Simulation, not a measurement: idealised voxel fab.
Title: Process Module voxel local oxidation
255 nm wide, 5 nm square cells: that's cross-section cut.
Throughout this document, each cross-section is represented as a grid of square cells and is presented as a sequence of bands enumerated from the top downward, where a band comprises one or more rows of cells. For a band, the entry starts with two heights in nm, that of the top and then that of the bottom, and carries on with the band's materials in order from left to right, each alongside its width in nm; the word "throughout" beside a single material means it fills the band edge to edge, and "air" means empty space. A quick word on heights: they are counted from 0, and under that level the wafer as it came to us is one material throughout. The lowest band is different from the rest in having no bottom; it simply continues downward, written as in "0 down". Note: "30 to 40" means the width goes from the first number (top row of the band) to the second number (bottom row) in equal steps per row of cells. Where the words "no change occurred" appear for a step, the cross-section shows no cell changed by that step; every cell remained as before. "Encapsulated voids": sealed empty spaces, 8 cells or more, no open way to top, listed width x height at distance, with distance from the left edge and width, height and distance in nm. Text after the settings on a step's line: the simulator's own remark on that step. You can add "overlay nm" to a step's line. For a step with a mask, it describes how far the mask lay to the right of its planned position, and a negative number describes a lay to the left.
**plan**
- 1: RECEIVE (material Si)
- 2: CONFORMAL_DEP (material SiO2; thk nm 5)
- 3: CONFORMAL_DEP (material SiN; thk nm 15)
- 4: PATTERN (tone cover; mask id ACTIVE; material resist; width nm 95; thk nm 20; overlay nm -15)
- 5: DIRECTIONAL_ETCH (etch materials SiN; depth nm 15)
- 6: STRIP (etch materials resist)
- 7: SELECTIVE_ETCH (etch materials SiO2; depth nm 5)
- 8: OXIDIZE (depth nm 10)
- 9: STRIP (etch materials SiN)
Every wafer here starts from the same state; it is the step 4 overlay nm that distinguishes them, and the value the plan gives belongs to the first wafer.
**first wafer as received, after step 1**
    0 down = Si throughout
    Encapsulated voids: none
**Here's the first of several wafers in cross-section, end of the module, after the last step, step 9**
    5 to 0 = 70 nm air | 85 nm SiO2 | 100 nm air
    0 to -10 = 80 nm SiO2 | 65 nm Si | 110 nm SiO2
    -10 down = Si throughout
    Encapsulated voids: none
**Of the several wafers, the last: cross-section at the end of the module**
    5 to 0 = 100 nm air | 85 nm SiO2 | 70 nm air
    0 to -10 = 110 nm SiO2 | 65 nm Si | 80 nm SiO2
    -10 down = Si throughout
    Encapsulated voids: none
**End of module, by wafer: material-by-material cell gain (+) or loss (-) since receipt, then closed voids**
overlay nm -15, -76 Si, +93 SiO2, Encapsulated voids: none
overlay nm -10, -76 Si, +93 SiO2, Encapsulated voids: none
overlay nm -5, -76 Si, +93 SiO2, Encapsulated voids: none
overlay nm 0, -76 Si, +93 SiO2, Encapsulated voids: none
overlay nm 5, -76 Si, +93 SiO2, Encapsulated voids: none
overlay nm 10, -76 Si, +93 SiO2, Encapsulated voids: none
overlay nm 15, -76 Si, +93 SiO2, Encapsulated voids: none
